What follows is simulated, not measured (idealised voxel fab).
The following process module bears the name voxel fin reveal.
Cross-sectional view cut (width: 160 nm; square cell size: 5 nm).
Throughout this document, each cross-section is represented as a grid of square cells and is presented as a sequence of bands enumerated from the top downward, where a band comprises one or more rows of cells.
In this notation a band is specified by the heights of its top and bottom, in that order and in nm, after which its materials appear from left to right, each paired with its width in nm. The word "full width" attached to a single material means that material fills the band from edge to edge; the word "blank" stands for empty space.
Measure heights from 0. That's the level where, below it, the as-received wafer is all one material. The lowest band is bottomless and extends downward; write it as in "0..down".
It should be noted that a width expressed as "30 to 40" varies in equal increments from row to row of cells within the band, taking the value of the first number at the top row and that of the second number at the bottom row.
Take "no change occurred" at face value: in the step it is given for, the cross-section changed in none of its cells.
"Closed void listing" - sealed voids, min. 8 cells, no opening to top; format: width x height at distance (distance from left edge; nm throughout).
Read whatever lies past the settings on a step's line as the simulator's own remark about the step.
The line of a step may include "overlay nm". On a step with a mask, this value is how far to the right of its planned place the mask lay. A negative value means the mask lay to the left.
### List of planned process steps
1) op RECEIVE | material Si
2) op CONFORMAL_DEP | material SiN | thk nm 10
3) op PATTERN | tone cover | mask id FINS | material resist | width nm 15 | pitch nm 40 | thk nm 20 | overlay nm 0
4) op DIRECTIONAL_ETCH | etch materials SiN | depth nm 10
5) op DIRECTIONAL_ETCH | etch materials Si | depth nm 30
6) op STRIP | etch materials resist
7) op OXIDIZE | depth nm 5
8) op FILL_DEP | material SiO2 | thk nm 5
9) op CMP | height nm 10
10) op SELECTIVE_ETCH | etch materials SiO2 | depth nm 25
11) op STRIP | etch materials SiN
12) op CONFORMAL_DEP | material HfO2 | thk nm 5
### The first of two wafers, run as planned
### Cross-section: wafer on arrival = after step 1
> 0..down: Si full width
> Closed void listing: none
### Cross-section: wafer state after step 2
> 10..0: SiN full width
> Everything under 0 stays put, no change at all.
### Cross-section: wafer state after step 3
> 30..10: blank (30) / resist (15) / blank (25) / resist (15) / blank (25) / resist (15) / blank (35)
> Everything under 10 stays put, no change at all.
### Cross-section: wafer state after step 4
> 30..10: blank (30) / resist (15) / blank (25) / resist (15) / blank (25) / resist (15) / blank (35)
> 10..0: blank (30) / SiN (15) / blank (25) / SiN (15) / blank (25) / SiN (15) / blank (35)
> Everything under 0 stays put, no change at all.
### Cross-section: wafer state after step 5
> 30..10: blank (30) / resist (15) / blank (25) / resist (15) / blank (25) / resist (15) / blank (35)
> 10..0: blank (30) / SiN (15) / blank (25) / SiN (15) / blank (25) / SiN (15) / blank (35)
> 0..-30: blank (30) / Si (15) / blank (25) / Si (15) / blank (25) / Si (15) / blank (35)
> Everything under -30 stays put, no change at all.
### Cross-section: wafer state after step 6
> 10..0: blank (30) / SiN (15) / blank (25) / SiN (15) / blank (25) / SiN (15) / blank (35)
> Everything under 0 stays put, no change at all.
### Cross-section: wafer state after step 7
> 10..0: blank (30) / SiN (15) / blank (25) / SiN (15) / blank (25) / SiN (15) / blank (35)
> 0..-30: blank (30) / SiO2 (5) / Si (5) / SiO2 (5) / blank (25) / SiO2 (5) / Si (5) / SiO2 (5) / blank (25) / SiO2 (5) / Si (5) / SiO2 (5) / blank (35)
> -30..-35: SiO2 (35) / Si (5) / SiO2 (35) / Si (5) / SiO2 (35) / Si (5) / SiO2 (40)
> Everything under -35 stays put, no change at all.
### Cross-section: wafer state after step 8
> 15..10: SiO2 full width
> 10..0: SiO2 (30) / SiN (15) / SiO2 (25) / SiN (15) / SiO2 (25) / SiN (15) / SiO2 (35)
> 0..-35: SiO2 (35) / Si (5) / SiO2 (35) / Si (5) / SiO2 (35) / Si (5) / SiO2 (40)
> Everything under -35 stays put, no change at all.
### Cross-section: wafer state after step 9
> 10..0: SiO2 (30) / SiN (15) / SiO2 (25) / SiN (15) / SiO2 (25) / SiN (15) / SiO2 (35)
> Everything under 0 stays put, no change at all.
### Cross-section: wafer state after step 10
> 10..0: blank (30) / SiN (15) / blank (25) / SiN (15) / blank (25) / SiN (15) / blank (35)
> 0..-15: blank (35) / Si (5) / blank (35) / Si (5) / blank (35) / Si (5) / blank (40)
> Everything under -15 stays put, no change at all.
### Cross-section: wafer state after step 11
> 0..-15: blank (35) / Si (5) / blank (35) / Si (5) / blank (35) / Si (5) / blank (40)
> Everything under -15 stays put, no change at all.
### Cross-section: wafer state after step 12
> 5..0: blank (30) / HfO2 (15) / blank (25) / HfO2 (15) / blank (25) / HfO2 (15) / blank (35)
> 0..-10: blank (30) / HfO2 (5) / Si (5) / HfO2 (5) / blank (25) / HfO2 (5) / Si (5) / HfO2 (5) / blank (25) / HfO2 (5) / Si (5) / HfO2 (5) / blank (35)
> -10..-15: HfO2 (35) / Si (5) / HfO2 (35) / Si (5) / HfO2 (35) / Si (5) / HfO2 (40)
> Everything under -15 stays put, no change at all.
### Second wafer, same starting state and plan as the first, one mistake in the run, identical through step 9
### Cross-sectional representation of the second wafer at the time designated in the plan for the completion of step 10
> 10..0: SiO2 (30) / blank (15) / SiO2 (25) / blank (15) / SiO2 (25) / blank (15) / SiO2 (35)
> Everything under 0 stays put, no change at all.
### Cross-sectional representation of the second wafer at the time designated in the plan for the completion of step 11
> 0..-15: blank (35) / Si (5) / blank (35) / Si (5) / blank (35) / Si (5) / blank (40)
> -15..-25: SiO2 (5) / blank (30) / Si (5) / blank (35) / Si (5) / blank (35) / Si (5) / blank (30) / SiO2 (10)
> Everything under -25 stays put, no change at all.
### Cross-sectional representation of the second wafer at the time designated in the plan for the completion of step 12
> 5..0: blank (30) / HfO2 (15) / blank (25) / HfO2 (15) / blank (25) / HfO2 (15) / blank (35)
> 0..-10: blank (30) / HfO2 (5) / Si (5) / HfO2 (5) / blank (25) / HfO2 (5) / Si (5) / HfO2 (5) / blank (25) / HfO2 (5) / Si (5) / HfO2 (5) / blank (35)
> -10..-15: HfO2 (10) / blank (20) / HfO2 (5) / Si (5) / HfO2 (5) / blank (25) / HfO2 (5) / Si (5) / HfO2 (5) / blank (25) / HfO2 (5) / Si (5) / HfO2 (5) / blank (20) / HfO2 (15)
> -15..-20: SiO2 (5) / HfO2 (5) / blank (20) / HfO2 (5) / Si (5) / HfO2 (5) / blank (25) / HfO2 (5) / Si (5) / HfO2 (5) / blank (25) / HfO2 (5) / Si (5) / HfO2 (5) / blank (20) / HfO2 (5) / SiO2 (10)
> -20..-25: SiO2 (5) / HfO2 (30) / Si (5) / HfO2 (35) / Si (5) / HfO2 (35) / Si (5) / HfO2 (30) / SiO2 (10)
> Everything under -25 stays put, no change at all.
Where did the run depart from the plan? transposition of steps 10 and 11 relative to the planned sequence
Per the end-of-run cell counts, the second wafer holds more or fewer of some materials than the first: HfO2: 16 more, SiO2: 52 fewer
